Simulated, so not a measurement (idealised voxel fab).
A process module follows: voxel self aligned contacts.
It is cross-section cut that appears here, measuring 290 nm in width, its square cells being 5 nm in size.
A cross-section in this document is a grid of square cells, and it is written down as bands, the top band listed before the ones below it; a band is made up of one or more rows of cells. The entry gives the band's vertical extent as a top height and a bottom height in nm, then its horizontal make-up as materials from left to right, each with a width in nm. "empty" stands for empty space; a single material marked "all across" fills the band edge to edge. Heights are reckoned from 0. Under this level, the received wafer is all of one material. The bottommost band is open-ended downward, for example "0 down". With a width like "30..40", each row of cells in the band differs from the next by the same amount, the top row carrying the first number and the bottom row the second. You'll sometimes find "nothing was modified" written for a step, and that's the way of saying that nowhere in the cross-section did a cell change during that step. The entry titled "Enclosed empty spaces" provides the empty spaces that have no open way to the top, restricted to those of 8 cells or more. Each is presented as width x height at distance, the distance being measured from the left edge, with all three in nm. Read whatever lies past the settings on a step's line as the simulator's own remark about the step. "overlay nm" answers the question of how far to the right of plan the mask lay on a step that has a mask, and when it is negative the answer is to the left.

Set out below are the planned steps of the process
- 1: RECEIVE [material Si]
- 2: CONFORMAL_DEP [material SiO2] [thk nm 5]
- 3: DIRECTIONAL_DEP [material polySi] [thk nm 30]
- 4: DIRECTIONAL_DEP [material SiN] [thk nm 20]
- 5: MASKED_ETCH [tone cover] [mask id GATE] [width nm 25] [pitch nm 60] [etch materials SiN] [depth nm 20] [overlay nm 0]
- 6: MASKED_ETCH [tone cover] [mask id GATE] [width nm 25] [pitch nm 60] [etch materials polySi] [depth nm 30] [overlay nm 0]
- 7: CONFORMAL_DEP [material SiN] [thk nm 10]
- 8: DIRECTIONAL_ETCH [etch materials SiN] [depth nm 10]
- 9: FILL_DEP [material SiO2] [thk nm 10]
- 10: CMP [height nm 60]
- 11: DIRECTIONAL_DEP [material aC] [thk nm 15]
- 12: PATTERN [tone open] [mask id CONTACT] [material resist] [width nm 45] [thk nm 35] [overlay nm 0]
- 13: DIRECTIONAL_ETCH [etch materials aC] [depth nm 15]
- 14: STRIP [etch materials resist]
- 15: DIRECTIONAL_ETCH [etch materials SiO2] [depth nm 60]
- 16: STRIP [etch materials aC]
- 17: CONFORMAL_DEP [material TiN] [thk nm 5]
- 18: FILL_DEP [material W] [thk nm 5]
- 19: CMP [height nm 60]
- 20: CONFORMAL_DEP [material SiN] [thk nm 5]

The cross-section here shows the wafer as received, i.e. in its state after step 1
  0 down  Si all across
  Enclosed empty spaces: none

As-planned run: cross-section of the first of two wafers at end of module
  65 to 60  SiN all across
  60 to 55  SiO2 120 nm  TiN 20 nm  W 5 nm  TiN 20 nm  SiO2 125 nm
  55 to 35  SiO2 90 nm  SiN 45 nm  TiN 5 nm  W 5 nm  TiN 5 nm  SiN 45 nm  SiO2 95 nm
  35 to 5  SiO2 90 nm  SiN 10 nm  polySi 25 nm  SiN 10 nm  TiN 5 nm  W 5 nm  TiN 5 nm  SiN 10 nm  polySi 25 nm  SiN 10 nm  SiO2 95 nm
  5 to 0  SiO2 135 nm  TiN 15 nm  SiO2 140 nm
  0 down  Si all across
  Enclosed empty spaces: none

Presented here is a cross-section of the second of the two wafers as it stood at the end of the module. It was started in the same manner and assigned the same plan as the first wafer; however, one mistake was made in its execution
  65 to 60  SiN all across
  60 to 55  SiO2 90 nm  SiN 45 nm  TiN 15 nm  SiN 45 nm  SiO2 95 nm
  55 to 35  SiN all across
  35 to 5  polySi all across
  5 to 0  SiO2 all across
  0 down  Si all across
  Enclosed empty spaces: none
Run error: step 4 of the plan was performed twice
In the final state, the cell counts of the second wafer exceed or fall short of those of the first for the following materials: SiN +130 | SiO2 -379 | TiN -28 | W -11 | polySi +288
